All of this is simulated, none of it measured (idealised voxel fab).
process module | voxel trench capacitor
cross-section cut | 195 nm wide | cells 5 nm
A cross-section is a grid of square cells, given in bands from the top down. A band is one or more rows of cells.
Each band's line starts with the height of the band's top and of its bottom, in nm. Then come its materials from left to right, each with its width in nm. One material with "throughout" fills the band from edge to edge. "air" is empty space.
Height 0 is the level under which the wafer as received is all one material. The lowest band goes on downwards, as in "0 down".
A width such as "30 to 40" changes by the same amount from each row of cells to the next, from the band's top row to its bottom row.
"no change" after a step means that no cell of the cross-section changed.
closed voids: empty space of 8 cells or more with no open way to the top, each as width x height at its distance from the left edge, in nm
after a step's settings: what the simulator itself notes on the step
overlay nm, on a step with a mask: how far to the right of its planned place the mask lay; to the left if negative
plan
1 op RECEIVE | material Si
2 op CONFORMAL_DEP | material SiN | thk nm 5
3 op DIRECTIONAL_DEP | material aC | thk nm 15
4 op PATTERN | tone open | mask id TRENCH | material resist | width nm 25 | pitch nm 55 | thk nm 35 | overlay nm -15
5 op DIRECTIONAL_ETCH | etch materials aC | depth nm 15
6 op STRIP | etch materials resist
7 op DIRECTIONAL_ETCH | etch materials SiN | depth nm 5
8 op DIRECTIONAL_ETCH | etch materials Si | depth nm 35
9 op STRIP | etch materials aC
10 op CONFORMAL_DEP | material SiO2 | thk nm 5
11 op FILL_DEP | material polySi | thk nm 10
12 op CMP | height nm 5
varied across the wafers: overlay nm of step 4. The plan shows the first wafer's value. All wafers start alike
first wafer as received, after step 1
  0 down: Si throughout
  closed voids: none
first wafer at the end, after step 12
  5 to 0: SiN 15 | SiO2 5 | polySi 15 | SiO2 5 | SiN 30 | SiO2 5 | polySi 15 | SiO2 5 | SiN 30 | SiO2 5 | polySi 15 | SiO2 5 | SiN 45
  0 to -30: Si 15 | SiO2 5 | polySi 15 | SiO2 5 | Si 30 | SiO2 5 | polySi 15 | SiO2 5 | Si 30 | SiO2 5 | polySi 15 | SiO2 5 | Si 45
  -30 to -35: Si 15 | SiO2 25 | Si 30 | SiO2 25 | Si 30 | SiO2 25 | Si 45
  -35 down: Si throughout
  closed voids: none
last wafer at the end
  5 to 0: SiN 45 | SiO2 5 | polySi 15 | SiO2 5 | SiN 30 | SiO2 5 | polySi 15 | SiO2 5 | SiN 30 | SiO2 5 | polySi 15 | SiO2 5 | SiN 15
  0 to -30: Si 45 | SiO2 5 | polySi 15 | SiO2 5 | Si 30 | SiO2 5 | polySi 15 | SiO2 5 | Si 30 | SiO2 5 | polySi 15 | SiO2 5 | Si 15
  -30 to -35: Si 45 | SiO2 25 | Si 30 | SiO2 25 | Si 30 | SiO2 25 | Si 15
  -35 down: Si throughout
  closed voids: none
each wafer at the end: cells of each material gained (+) or lost (-) since it was received, then its closed voids
overlay nm -15 | -105 Si | +24 SiN | +57 SiO2 | +63 polySi | closed voids: none
overlay nm -10 | -105 Si | +24 SiN | +57 SiO2 | +63 polySi | closed voids: none
overlay nm -5 | -105 Si | +24 SiN | +57 SiO2 | +63 polySi | closed voids: none
overlay nm 0 | -105 Si | +24 SiN | +57 SiO2 | +63 polySi | closed voids: none
overlay nm 5 | -105 Si | +24 SiN | +57 SiO2 | +63 polySi | closed voids: none
overlay nm 10 | -105 Si | +24 SiN | +57 SiO2 | +63 polySi | closed voids: none
overlay nm 15 | -105 Si | +24 SiN | +57 SiO2 | +63 polySi | closed voids: none
